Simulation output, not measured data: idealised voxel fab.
process module | voxel released beams
cross-section cut | 280 nm wide | cells 5 nm
A cross-section is a grid of square cells, given in bands from the top down. A band is one or more rows of cells.
Each band's line starts with the height of the band's top and of its bottom, in nm. Then come its materials from left to right, each with its width in nm. One material with "throughout" fills the band from edge to edge. "air" is empty space.
Height 0 is the level under which the wafer as received is all one material. The lowest band goes on downwards, as in "0 down".
A width such as "30 to 40" changes by the same amount from each row of cells to the next, from the band's top row to its bottom row.
"no change" after a step means that no cell of the cross-section changed.
closed voids: empty space of 8 cells or more with no open way to the top, each as width x height at its distance from the left edge, in nm
after a step's settings: what the simulator itself notes on the step
overlay nm, on a step with a mask: how far to the right of its planned place the mask lay; to the left if negative
plan
1 op RECEIVE | material Si
2 op CONFORMAL_DEP | material Al2O3 | thk nm 10
3 op DIRECTIONAL_DEP | material SiO2 | thk nm 15
4 op PATTERN | tone open | mask id ANCHOR | material resist | width nm 30 | thk nm 15 | overlay nm 0
5 op DIRECTIONAL_ETCH | etch materials SiO2 | depth nm 15
6 op STRIP | etch materials resist
7 op CONFORMAL_DEP | material SiN | thk nm 10
8 op PATTERN | tone cover | mask id BEAM | material resist | width nm 75 | thk nm 15 | overlay nm 0
9 op DIRECTIONAL_ETCH | etch materials SiN | depth nm 10
10 op STRIP | etch materials resist
11 op STRIP | etch materials SiO2
as received, after step 1
  0 down: Si throughout
  closed voids: none
a wafer at the end: this start, this plan, one mistake
  35 to 25: air 105 | SiN 10 | air 10 | SiN 45 | air 110
  25 to 20: air 105 | SiN 10 | air 10 | SiN 10 | air 145
  20 to 10: air 105 | SiN 30 | air 145
  10 to 0: Al2O3 throughout
  0 down: Si throughout
  closed voids: none
what went wrong: step 8 ran as: op PATTERN | tone cover | mask id BEAM | material resist | width nm 65 | thk nm 15 | overlay nm 0
